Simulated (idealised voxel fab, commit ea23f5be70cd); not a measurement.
Process module heading - voxel transistor to metal
Pictured: cross-section cut, 270 nm wide, on a grid of 5 nm square cells.
In what follows, cross-sections appear as grids of square cells, described through bands that run from the top down, where every band is one or more rows of cells. The band entry comprises the height of the band's top followed by the height of its bottom, expressed in nm, and subsequently the band's materials from left to right, each stated together with its width in nm. Where a single material is marked with the word "full width", that material fills the band from edge to edge. The word "air" represents empty space. We count height from 0. Below that, the starting wafer is all one material. The lowest band never ends at the bottom but goes on down; see "0 -> down" for how that is written. You'd read "30 to 40" like this: the band's top row of cells is as wide as the first number, its bottom row is as wide as the second, and going down, every row changes width by the same amount as the row before did. Step note "remains unaltered" = no cross-section cell changed. Entry "Closed void list" = empty spaces >= 8 cells with no open way to the top; each as width x height at distance, distance from left edge, all nm. Where a step's line continues beyond its settings, the continuation is a remark by the simulator itself on that step. The "overlay nm" setting may appear on a step's line; for a step that uses a mask, it gives how far to the right of its planned position the mask lay, and a negative value indicates the left.
-- Here's what the planned process steps look like
step 1: RECEIVE with material Si
step 2: CONFORMAL_DEP with material SiO2, thk nm 5
step 3: CONFORMAL_DEP with material SiN, thk nm 10
step 4: DIRECTIONAL_DEP with material aC, thk nm 15
step 5: PATTERN with tone cover, mask id ACTIVE, material resist, width nm 105, pitch nm 135, thk nm 30, overlay nm 0
step 6: DIRECTIONAL_ETCH with etch materials aC, depth nm 15
step 7: STRIP with etch materials resist
step 8: DIRECTIONAL_ETCH with etch materials SiN, depth nm 10
step 9: DIRECTIONAL_ETCH with etch materials SiO2, depth nm 5
step 10: DIRECTIONAL_ETCH with etch materials Si, depth nm 30
step 11: STRIP with etch materials aC
step 12: FILL_DEP with material SiO2, thk nm 10
step 13: CMP with height nm 15
step 14: SELECTIVE_ETCH with etch materials SiO2, depth nm 10
step 15: STRIP with etch materials SiN
step 16: SELECTIVE_ETCH with etch materials SiO2, depth nm 5
step 17: OXIDIZE with depth nm 5
step 18: DIRECTIONAL_DEP with material polySi, thk nm 25
step 19: DIRECTIONAL_DEP with material SiCN, thk nm 15
step 20: MASKED_ETCH with tone cover, mask id GATE, width nm 15, pitch nm 135, etch materials SiCN, depth nm 25, overlay nm 0
step 21: MASKED_ETCH with tone cover, mask id GATE, width nm 15, pitch nm 135, etch materials polySi, depth nm 35, overlay nm 0
step 22: CONFORMAL_DEP with material SiN, thk nm 5
step 23: DIRECTIONAL_ETCH with etch materials SiN, depth nm 5
step 24: DIRECTIONAL_ETCH with etch materials SiO2, depth nm 5
step 25: DIRECTIONAL_ETCH with etch materials Si, depth nm 15
step 26: EPI with material pSi, thk nm 20
step 27: FILL_DEP with material SiO2, thk nm 5
step 28: CMP with height nm 40
step 29: DIRECTIONAL_DEP with material SiO2, thk nm 15
step 30: DIRECTIONAL_DEP with material aC, thk nm 10
step 31: PATTERN with tone open, mask id CONTACT, material resist, width nm 35, thk nm 30, overlay nm 0
step 32: DIRECTIONAL_ETCH with etch materials aC, depth nm 10
step 33: STRIP with etch materials resist
step 34: DIRECTIONAL_ETCH with etch materials SiO2, depth nm 55
step 35: STRIP with etch materials aC
step 36: CONFORMAL_DEP with material TiN, thk nm 5
step 37: FILL_DEP with material W, thk nm 5
step 38: CMP with height nm 55
step 39: DIRECTIONAL_DEP with material TiN, thk nm 5
step 40: DIRECTIONAL_DEP with material W, thk nm 20
step 41: MASKED_ETCH with tone cover, mask id METAL_1, width nm 20, etch materials W, depth nm 20, overlay nm 0
step 42: MASKED_ETCH with tone cover, mask id METAL_1, width nm 20, etch materials TiN, depth nm 5, overlay nm 0
step 43: CONFORMAL_DEP with material SiN, thk nm 5
step 44: FILL_DEP with material SiO2, thk nm 5
step 45: CMP with height nm 80
step 46: CONFORMAL_DEP with material SiCN, thk nm 5
step 47: DIRECTIONAL_DEP with material lowk, thk nm 35
step 48: DIRECTIONAL_DEP with material aC, thk nm 15
step 49: PATTERN with tone open, mask id METAL_2_HOLES, material resist, width nm 15, pitch nm 135, thk nm 35, overlay nm 0
step 50: DIRECTIONAL_ETCH with etch materials aC, depth nm 15
step 51: STRIP with etch materials resist
step 52: DIRECTIONAL_ETCH with etch materials lowk, depth nm 35
step 53: STRIP with etch materials aC
step 54: DIRECTIONAL_DEP with material aC, thk nm 10
step 55: PATTERN with tone open, mask id METAL_2, material resist, width nm 20, pitch nm 135, thk nm 30, overlay nm 0
step 56: DIRECTIONAL_ETCH with etch materials aC, depth nm 10
step 57: STRIP with etch materials resist
step 58: DIRECTIONAL_ETCH with etch materials lowk, depth nm 20
step 59: DIRECTIONAL_ETCH with etch materials SiCN, depth nm 5
step 60: STRIP with etch materials aC
step 61: CONFORMAL_DEP with material TiN, thk nm 5
step 62: FILL_DEP with material Cu, thk nm 5
step 63: CMP with height nm 120
step 64: CONFORMAL_DEP with material SiCN, thk nm 5
-- Cross-sectional view of the wafer in its as-received condition, corresponding to the state after step 1
0 -> down | Si full width
Closed void list: none
-- Post-module cross-section of the first of two wafers (run per plan)
125 -> 120 | SiCN full width
120 -> 105 | lowk 20 nm, then TiN 5 nm, then Cu 10 nm, then TiN 5 nm, then lowk 115 nm, then TiN 5 nm, then Cu 10 nm, then TiN 5 nm, then lowk 95 nm
105 -> 100 | lowk 20 nm, then TiN 5 nm, then Cu 5 nm, then TiN 10 nm, then lowk 115 nm, then TiN 5 nm, then Cu 5 nm, then TiN 10 nm, then lowk 95 nm
100 -> 85 | lowk 20 nm, then TiN 5 nm, then Cu 5 nm, then TiN 5 nm, then lowk 120 nm, then TiN 5 nm, then Cu 5 nm, then TiN 5 nm, then lowk 100 nm
85 -> 80 | SiCN 20 nm, then TiN 15 nm, then SiCN 120 nm, then TiN 15 nm, then SiCN 100 nm
80 -> 60 | SiO2 15 nm, then SiN 5 nm, then W 20 nm, then SiN 5 nm, then SiO2 45 nm, then SiN 5 nm, then W 20 nm, then SiN 5 nm, then SiO2 30 nm, then SiN 5 nm, then W 20 nm, then SiN 5 nm, then SiO2 45 nm, then SiN 5 nm, then W 20 nm, then SiN 5 nm, then SiO2 15 nm
60 -> 55 | SiN 20 nm, then TiN 20 nm, then SiN 55 nm, then TiN 20 nm, then SiN 40 nm, then TiN 20 nm, then SiN 55 nm, then TiN 20 nm, then SiN 20 nm
55 -> 40 | SiO2 20 nm, then TiN 5 nm, then W 25 nm, then TiN 5 nm, then SiO2 25 nm, then TiN 5 nm, then W 25 nm, then TiN 5 nm, then SiO2 40 nm, then TiN 5 nm, then W 25 nm, then TiN 5 nm, then SiO2 25 nm, then TiN 5 nm, then W 25 nm, then TiN 5 nm, then SiO2 20 nm
40 -> 25 | SiO2 20 nm, then TiN 5 nm, then W 25 nm, then TiN 5 nm, then SiN 5 nm, then SiCN 15 nm, then SiN 5 nm, then TiN 5 nm, then W 25 nm, then TiN 5 nm, then SiO2 40 nm, then TiN 5 nm, then W 25 nm, then TiN 5 nm, then SiN 5 nm, then SiCN 15 nm, then SiN 5 nm, then TiN 5 nm, then W 25 nm, then TiN 5 nm, then SiO2 20 nm
25 -> 15 | SiO2 20 nm, then TiN 5 nm, then W 25 to 5 nm, then TiN 5 to 25 nm, then SiN 5 nm, then polySi 15 nm, then SiN 5 nm, then TiN 5 to 25 nm, then W 25 to 5 nm, then TiN 5 nm, then SiO2 40 nm, then TiN 5 nm, then W 25 to 5 nm, then TiN 5 to 25 nm, then SiN 5 nm, then polySi 15 nm, then SiN 5 nm, then TiN 5 to 25 nm, then W 25 to 5 nm, then TiN 5 nm, then SiO2 20 nm
15 -> 5 | SiO2 20 nm, then TiN 5 nm, then W 5 nm, then TiN 5 nm, then pSi 20 nm, then SiN 5 nm, then polySi 15 nm, then SiN 5 nm, then pSi 20 nm, then TiN 5 nm, then W 5 nm, then TiN 5 nm, then SiO2 40 nm, then TiN 5 nm, then W 5 nm, then TiN 5 nm, then pSi 20 nm, then SiN 5 nm, then polySi 15 nm, then SiN 5 nm, then pSi 20 nm, then TiN 5 nm, then W 5 nm, then TiN 5 nm, then SiO2 20 nm
5 -> 0 | SiO2 20 nm, then TiN 15 nm, then pSi 20 nm, then SiN 5 nm, then polySi 15 nm, then SiN 5 nm, then pSi 20 nm, then TiN 15 nm, then SiO2 40 nm, then TiN 15 nm, then pSi 20 nm, then SiN 5 nm, then polySi 15 nm, then SiN 5 nm, then pSi 20 nm, then TiN 15 nm, then SiO2 20 nm
0 -> -5 | SiO2 10 nm, then pSi 45 nm, then SiO2 25 nm, then pSi 45 nm, then SiO2 20 nm, then pSi 45 nm, then SiO2 25 nm, then pSi 45 nm, then SiO2 10 nm
-5 -> -20 | SiO2 15 nm, then pSi 40 nm, then Si 25 nm, then pSi 40 nm, then SiO2 30 nm, then pSi 40 nm, then Si 25 nm, then pSi 40 nm, then SiO2 15 nm
-20 -> -30 | SiO2 15 nm, then Si 105 nm, then SiO2 30 nm, then Si 105 nm, then SiO2 15 nm
-30 -> down | Si full width
Closed void list: none
-- Cross-sectional image of the second wafer of the two following completion of the module. Starting state and process plan were the same as for the first wafer; one execution error occurred
125 -> 120 | SiCN full width
120 -> 115 | SiCN 20 nm, then TiN 20 nm, then SiCN 115 nm, then TiN 20 nm, then SiCN 95 nm
115 -> 80 | lowk full width
80 -> 60 | SiO2 15 nm, then SiN 5 nm, then W 20 nm, then SiN 5 nm, then SiO2 45 nm, then SiN 5 nm, then W 20 nm, then SiN 5 nm, then SiO2 30 nm, then SiN 5 nm, then W 20 nm, then SiN 5 nm, then SiO2 45 nm, then SiN 5 nm, then W 20 nm, then SiN 5 nm, then SiO2 15 nm
60 -> 55 | SiN 20 nm, then TiN 20 nm, then SiN 55 nm, then TiN 20 nm, then SiN 40 nm, then TiN 20 nm, then SiN 55 nm, then TiN 20 nm, then SiN 20 nm
55 -> 40 | SiO2 20 nm, then TiN 5 nm, then W 25 nm, then TiN 5 nm, then SiO2 25 nm, then TiN 5 nm, then W 25 nm, then TiN 5 nm, then SiO2 40 nm, then TiN 5 nm, then W 25 nm, then TiN 5 nm, then SiO2 25 nm, then TiN 5 nm, then W 25 nm, then TiN 5 nm, then SiO2 20 nm
40 -> 25 | SiO2 20 nm, then TiN 5 nm, then W 25 nm, then TiN 5 nm, then SiN 5 nm, then SiCN 15 nm, then SiN 5 nm, then TiN 5 nm, then W 25 nm, then TiN 5 nm, then SiO2 40 nm, then TiN 5 nm, then W 25 nm, then TiN 5 nm, then SiN 5 nm, then SiCN 15 nm, then SiN 5 nm, then TiN 5 nm, then W 25 nm, then TiN 5 nm, then SiO2 20 nm
25 -> 15 | SiO2 20 nm, then TiN 5 nm, then W 25 to 5 nm, then TiN 5 to 25 nm, then SiN 5 nm, then polySi 15 nm, then SiN 5 nm, then TiN 5 to 25 nm, then W 25 to 5 nm, then TiN 5 nm, then SiO2 40 nm, then TiN 5 nm, then W 25 to 5 nm, then TiN 5 to 25 nm, then SiN 5 nm, then polySi 15 nm, then SiN 5 nm, then TiN 5 to 25 nm, then W 25 to 5 nm, then TiN 5 nm, then SiO2 20 nm
15 -> 5 | SiO2 20 nm, then TiN 5 nm, then W 5 nm, then TiN 5 nm, then pSi 20 nm, then SiN 5 nm, then polySi 15 nm, then SiN 5 nm, then pSi 20 nm, then TiN 5 nm, then W 5 nm, then TiN 5 nm, then SiO2 40 nm, then TiN 5 nm, then W 5 nm, then TiN 5 nm, then pSi 20 nm, then SiN 5 nm, then polySi 15 nm, then SiN 5 nm, then pSi 20 nm, then TiN 5 nm, then W 5 nm, then TiN 5 nm, then SiO2 20 nm
5 -> 0 | SiO2 20 nm, then TiN 15 nm, then pSi 20 nm, then SiN 5 nm, then polySi 15 nm, then SiN 5 nm, then pSi 20 nm, then TiN 15 nm, then SiO2 40 nm, then TiN 15 nm, then pSi 20 nm, then SiN 5 nm, then polySi 15 nm, then SiN 5 nm, then pSi 20 nm, then TiN 15 nm, then SiO2 20 nm
0 -> -5 | SiO2 10 nm, then pSi 45 nm, then SiO2 25 nm, then pSi 45 nm, then SiO2 20 nm, then pSi 45 nm, then SiO2 25 nm, then pSi 45 nm, then SiO2 10 nm
-5 -> -20 | SiO2 15 nm, then pSi 40 nm, then Si 25 nm, then pSi 40 nm, then SiO2 30 nm, then pSi 40 nm, then Si 25 nm, then pSi 40 nm, then SiO2 15 nm
-20 -> -30 | SiO2 15 nm, then Si 105 nm, then SiO2 30 nm, then Si 105 nm, then SiO2 15 nm
-30 -> down | Si full width
Closed void list: none
What was the processing mistake? steps 46 and 47 of the plan were each performed in the slot designated for the other
The second wafer ends with more or fewer cells of some materials than the first, per final count: -20 Cu | -2 SiCN | -28 TiN | +50 lowk
